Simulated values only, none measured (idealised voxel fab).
process module | voxel lift off
cross-section cut | 285 nm wide | cells 5 nm
A cross-section is a grid of square cells, given in bands from the top down. A band is one or more rows of cells.
Each band's line starts with the height of the band's top and of its bottom, in nm. Then come its materials from left to right, each with its width in nm. One material with "throughout" fills the band from edge to edge. "air" is empty space.
Height 0 is the level under which the wafer as received is all one material. The lowest band goes on downwards, as in "0 down".
A width such as "30 to 40" changes by the same amount from each row of cells to the next, from the band's top row to its bottom row.
"no change" after a step means that no cell of the cross-section changed.
closed voids: empty space of 8 cells or more with no open way to the top, each as width x height at its distance from the left edge, in nm
after a step's settings: what the simulator itself notes on the step
overlay nm, on a step with a mask: how far to the right of its planned place the mask lay; to the left if negative
plan
1 op RECEIVE | material Si
2 op CONFORMAL_DEP | material Al2O3 | thk nm 15
3 op PATTERN | tone open | mask id LINES | material resist | width nm 25 | pitch nm 40 | thk nm 20 | overlay nm 0
4 op DIRECTIONAL_DEP | material Ru | thk nm 5
5 op STRIP | etch materials resist
6 op CONFORMAL_DEP | material SiO2 | thk nm 10
first wafer, as planned
as received, after step 1
  0 down: Si throughout
  closed voids: none
after step 2
  15 to 0: Al2O3 throughout
  below 0: unchanged
after step 3
  35 to 15: resist 110 | air 25 | resist 15 | air 25 | resist 110
  below 15: unchanged
after step 4
  40 to 35: Ru 110 | air 25 | Ru 15 | air 25 | Ru 110
  35 to 20: resist 110 | air 25 | resist 15 | air 25 | resist 110
  20 to 15: resist 110 | Ru 25 | resist 15 | Ru 25 | resist 110
  below 15: unchanged
after step 5
  20 to 15: air 110 | Ru 25 | air 15 | Ru 25 | air 110
  below 15: unchanged
after step 6
  30 to 25: air 100 | SiO2 85 | air 100
  25 to 20: SiO2 throughout
  20 to 15: SiO2 110 | Ru 25 | SiO2 15 | Ru 25 | SiO2 110
  below 15: unchanged
second wafer: like start, like plan, one mistake. Through step 5 it matches the first wafer
when step 6 should have ended
  30 to 25: air 100 | Ru 85 | air 100
  25 to 15: Ru throughout
  below 15: unchanged
what went wrong: step 6 ran as: op CONFORMAL_DEP | material Ru | thk nm 10
at the end the second wafer has, in cells: 121 more of Ru | 121 fewer of SiO2
